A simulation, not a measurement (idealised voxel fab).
This section sets out a process module, namely voxel gate over fins.
Square cells of 5 nm make up the cross-section cut, whose width is 275 nm.
How to read a cross-section here: the picture is a grid of square cells, written as bands going from the top down, and any band can span one or more rows of cells.
Look at the band entry: it leads with the top's height and the bottom's height in nm. Then it lists the materials left to right, with a width in nm for each. The word "everywhere" on a single material says that material fills the band edge to edge. The word "empty" is empty space.
Note: height 0 marks the level under which the wafer is uniformly one material as received. Lowest band unbounded below, written "top 0, no bottom".
Width "30->40": first value at the band's top row of cells, second value at its bottom row, equal change from row to row.
Step note "no change" = no cross-section cell changed.
Under "Completely enclosed voids" you'll find the enclosed gaps, the ones with no way out to the top, that are 8 cells or bigger; each reads width x height at distance, with distance counted from the left edge, everything in nm.
The remark found on a step's line after its settings is issued by the simulator itself and pertains to that step.
A step line may carry the setting "overlay nm", which, for steps involving a mask, states the distance by which the mask lay to the right of its intended position; negative values denote displacement to the left.

### So here's the lineup of process steps we planned
1. RECEIVE | material Si
2. CONFORMAL_DEP | material SiN | thk nm 10
3. MASKED_ETCH | tone cover | mask id FINS | width nm 15 | pitch nm 35 | etch materials SiN | depth nm 10 | overlay nm 0
4. MASKED_ETCH | tone cover | mask id FINS | width nm 15 | pitch nm 35 | etch materials Si | depth nm 40 | overlay nm 0
5. FILL_DEP | material SiO2 | thk nm 5
6. CMP | height nm 10
7. SELECTIVE_ETCH | etch materials SiO2 | depth nm 20
8. STRIP | etch materials SiN
9. CONFORMAL_DEP | material HfO2 | thk nm 5
10. CONFORMAL_DEP | material TiN | thk nm 5
11. FILL_DEP | material W | thk nm 10
12. CMP | height nm 15
13. CONFORMAL_DEP | material SiCN | thk nm 10

### Run as planned: first of two wafers

### As-received wafer cross-section (after step 1)
	top 0, no bottom: Si everywhere
	Completely enclosed voids: none

### Upon completion of step 2, the wafer appears in cross-section as shown
	top 10, bottom 0: SiN everywhere
	Below a height of 0, the structure has not been altered.

### Upon completion of step 3, the wafer appears in cross-section as shown
	top 10, bottom 0: 95 empty  15 SiN  20 empty  15 SiN  20 empty  15 SiN  95 empty
	Below a height of 0, the structure has not been altered.

### Upon completion of step 4, the wafer appears in cross-section as shown
	top 10, bottom 0: 95 empty  15 SiN  20 empty  15 SiN  20 empty  15 SiN  95 empty
	top 0, bottom -40: 95 empty  15 Si  20 empty  15 Si  20 empty  15 Si  95 empty
	Below a height of -40, the structure has not been altered.

### Upon completion of step 5, the wafer appears in cross-section as shown
	top 15, bottom 10: SiO2 everywhere
	top 10, bottom 0: 95 SiO2  15 SiN  20 SiO2  15 SiN  20 SiO2  15 SiN  95 SiO2
	top 0, bottom -40: 95 SiO2  15 Si  20 SiO2  15 Si  20 SiO2  15 Si  95 SiO2
	Below a height of -40, the structure has not been altered.

### Upon completion of step 6, the wafer appears in cross-section as shown
	top 10, bottom 0: 95 SiO2  15 SiN  20 SiO2  15 SiN  20 SiO2  15 SiN  95 SiO2
	Below a height of 0, the structure has not been altered.

### Upon completion of step 7, the wafer appears in cross-section as shown
	top 10, bottom 0: 95 empty  15 SiN  20 empty  15 SiN  20 empty  15 SiN  95 empty
	top 0, bottom -10: 95 empty  15 Si  20 empty  15 Si  20 empty  15 Si  95 empty
	Below a height of -10, the structure has not been altered.

### Upon completion of step 8, the wafer appears in cross-section as shown
	top 0, bottom -10: 95 empty  15 Si  20 empty  15 Si  20 empty  15 Si  95 empty
	Below a height of -10, the structure has not been altered.

### Upon completion of step 9, the wafer appears in cross-section as shown
	top 5, bottom 0: 90 empty  25 HfO2  10 empty  25 HfO2  10 empty  25 HfO2  90 empty
	top 0, bottom -5: 90 empty  5 HfO2  15 Si  5 HfO2  10 empty  5 HfO2  15 Si  5 HfO2  10 empty  5 HfO2  15 Si  5 HfO2  90 empty
	top -5, bottom -10: 95 HfO2  15 Si  20 HfO2  15 Si  20 HfO2  15 Si  95 HfO2
	Below a height of -10, the structure has not been altered.

### Upon completion of step 10, the wafer appears in cross-section as shown
	top 10, bottom 5: 85 empty  105 TiN  85 empty
	top 5, bottom 0: 85 empty  5 TiN  25 HfO2  10 TiN  25 HfO2  10 TiN  25 HfO2  5 TiN  85 empty
	top 0, bottom -5: 90 TiN  5 HfO2  15 Si  5 HfO2  10 TiN  5 HfO2  15 Si  5 HfO2  10 TiN  5 HfO2  15 Si  5 HfO2  90 TiN
	Below a height of -5, the structure has not been altered.

### Upon completion of step 11, the wafer appears in cross-section as shown
	top 20, bottom 10: W everywhere
	top 10, bottom 5: 85 W  105 TiN  85 W
	top 5, bottom 0: 85 W  5 TiN  25 HfO2  10 TiN  25 HfO2  10 TiN  25 HfO2  5 TiN  85 W
	Below a height of 0, the structure has not been altered.

### Upon completion of step 12, the wafer appears in cross-section as shown
	top 15, bottom 10: W everywhere
	Below a height of 10, the structure has not been altered.

### Upon completion of step 13, the wafer appears in cross-section as shown
	top 25, bottom 15: SiCN everywhere
	Below a height of 15, the structure has not been altered.

### Okay, second wafer. Nothing different at the start, nothing different in the plan, just one mistake somewhere in the running. As far as step 8, counting that step, it's the first wafer all over again

The second wafer in cross-section, at the planned close of step 9: no change

### The second wafer in cross-section, at the planned close of step 10
	top 5, bottom 0: 90 empty  25 TiN  10 empty  25 TiN  10 empty  25 TiN  90 empty
	top 0, bottom -5: 90 empty  5 TiN  15 Si  5 TiN  10 empty  5 TiN  15 Si  5 TiN  10 empty  5 TiN  15 Si  5 TiN  90 empty
	top -5, bottom -10: 95 TiN  15 Si  20 TiN  15 Si  20 TiN  15 Si  95 TiN
	Below a height of -10, the structure has not been altered.

### The second wafer in cross-section, at the planned close of step 11
	top 15, bottom 5: W everywhere
	top 5, bottom 0: 90 W  25 TiN  10 W  25 TiN  10 W  25 TiN  90 W
	top 0, bottom -5: 90 W  5 TiN  15 Si  5 TiN  10 W  5 TiN  15 Si  5 TiN  10 W  5 TiN  15 Si  5 TiN  90 W
	Below a height of -5, the structure has not been altered.

The second wafer in cross-section, at the planned close of step 12: no change

### The second wafer in cross-section, at the planned close of step 13
	top 25, bottom 15: SiCN everywhere
	Below a height of 15, the structure has not been altered.
Short version of what went wrong: step 9 was left out
Final tally in cells, some materials are higher or lower on the second wafer than on the first: HfO2 -67 | W +67
